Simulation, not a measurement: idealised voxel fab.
Proc. module: voxel ribs on slabs
Xsec cut, 150 nm wide, square cell size 5 nm.
For the purposes of this document, a cross-section shall be understood as a grid of square cells, specified as bands listed in top-to-bottom order, each band consisting of one or more rows of cells.
Band entry format. Leading values: height of top, height of bottom, nm. Remainder: materials in left-to-right order, each with its width in nm. Special words: "full width" on a single material, which then fills the band edge to edge; "air", empty space.
Height is counted from the level 0, under which the received wafer is composed throughout of one material. The lowest of the bands is not closed at the bottom but continues downward, in the notation "from 0 down".
A width given as "30..40" starts at the first number in the band's top row and ends at the second number in its bottom row, shifting by an equal amount at every step from row to row.
Basically "no alterations made" means that step didn't change any cell in the cross-section.
The label "Non-vented voids" introduces a list of the empty spaces, 8 cells or larger, that have no open way up to the top; each entry in it reads width x height at distance, where the distance is taken from the left edge and all three are stated in nm.
If you see something after the settings on a step's line, that's the simulator's own remark about that step.
If you see "overlay nm" on a step's line and that step has a mask, it's telling you how far right of where it was planned the mask ended up; a negative number means it went left instead.

[Below is the list of planned process steps]
1,RECEIVE,material Si
2,DIRECTIONAL_DEP,material SiO2,thk nm 20
3,DIRECTIONAL_DEP,material polySi,thk nm 15
4,PATTERN,tone cover,mask id RIB,material resist,width nm 25,thk nm 20,overlay nm 0
5,DIRECTIONAL_ETCH,etch materials polySi,depth nm 10
6,STRIP,etch materials resist
7,PATTERN,tone cover,mask id SLAB,material resist,width nm 85,thk nm 20,overlay nm 0
8,DIRECTIONAL_ETCH,etch materials polySi,depth nm 5
9,STRIP,etch materials resist
10,FILL_DEP,material SiO2,thk nm 20
11,CMP,height nm 45
12,DIRECTIONAL_DEP,material W,thk nm 10
13,MASKED_ETCH,tone cover,mask id HEATER,width nm 35,etch materials W,depth nm 10,overlay nm 0
14,CONFORMAL_DEP,material SiN,thk nm 10

[Cross-section of the wafer as it came to us, i.e., already through step 1]
  from 0 down  Si full width
  Non-vented voids: none

[Same starting wafer, same plan as above, one mistake in the execution; this is the cross-section at the end of the module]
  from 55 to 45  55 air, then 35 W, then 60 air
  from 45 to 35  SiO2 full width
  from 35 to 25  60 SiO2, then 25 polySi, then 65 SiO2
  from 25 to 20  30 SiO2, then 85 polySi, then 35 SiO2
  from 20 to 0  SiO2 full width
  from 0 down  Si full width
  Non-vented voids: none
Processing error: with respect to the plan, step 14 was omitted and not executed
